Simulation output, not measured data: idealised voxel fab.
Process module heading - voxel self aligned contacts
Section cut is 260 nm wide and gridded with 5 nm square cells.
Cross-section spec: square-cell grid; bands listed top down; each band is one or more rows. The entry gives the band's vertical extent as a top height and a bottom height in nm, then its horizontal make-up as materials from left to right, each with a width in nm. "blank" stands for empty space; a single material marked "everywhere" fills the band edge to edge. A quick word on heights: they are counted from 0, and under that level the wafer as it came to us is one material throughout. The lowest band is different from the rest in having no bottom; it simply continues downward, written as in "0 down". Graded width ("30 to 40"): value in top row of band = first number; value in bottom row = second number; row-to-row change constant. You'll sometimes find "everything unchanged" written for a step, and that's the way of saying that nowhere in the cross-section did a cell change during that step. "Closed void catalog" enumerates empty spaces isolated from the top, with no open way to it, that contain at least 8 cells, giving each as width x height at distance from the left edge, all three in nm. Text after the settings on a step's line: the simulator's own remark on that step. For masked steps, "overlay nm" on the step line gives how far right of plan the mask actually lay; a minus sign means it lay to the left.
## plan
1: RECEIVE, material Si
2: OXIDIZE, depth nm 5
3: DIRECTIONAL_DEP, material polySi, thk nm 30
4: DIRECTIONAL_DEP, material SiN, thk nm 15
5: DIRECTIONAL_DEP, material aC, thk nm 10
6: PATTERN, tone cover, mask id GATE, material resist, width nm 30, pitch nm 55, thk nm 30, overlay nm 0
7: DIRECTIONAL_ETCH, etch materials aC, depth nm 10
8: STRIP, etch materials resist
9: DIRECTIONAL_ETCH, etch materials SiN, depth nm 15
10: DIRECTIONAL_ETCH, etch materials polySi, depth nm 30
11: STRIP, etch materials aC
12: CONFORMAL_DEP, material SiN, thk nm 5
13: DIRECTIONAL_ETCH, etch materials SiN, depth nm 5
14: FILL_DEP, material SiO2, thk nm 15
15: CMP, height nm 50
16: MASKED_ETCH, tone open, mask id CONTACT, width nm 35, etch materials SiO2, depth nm 55, overlay nm 0
17: CONFORMAL_DEP, material TiN, thk nm 5
18: FILL_DEP, material Ru, thk nm 5
19: CMP, height nm 50
20: CONFORMAL_DEP, material SiN, thk nm 5
## Cross-section of the incoming wafer, state after step 1
- 0 down | Si everywhere
- Closed void catalog: none
## The plan above was carried out on the starting structure above with one mistake, and this cross-section shows the wafer at the end of the module
- 55 to 50 | SiN everywhere
- 50 to 45 | SiO2: 80 | SiN: 40 | TiN: 15 | SiN: 40 | SiO2: 85
- 45 to 30 | SiN everywhere
- 30 to 0 | polySi everywhere
- 0 to -5 | SiO2 everywhere
- -5 down | Si everywhere
- Closed void catalog: none
What was the processing mistake? plan step 4 was conducted twice
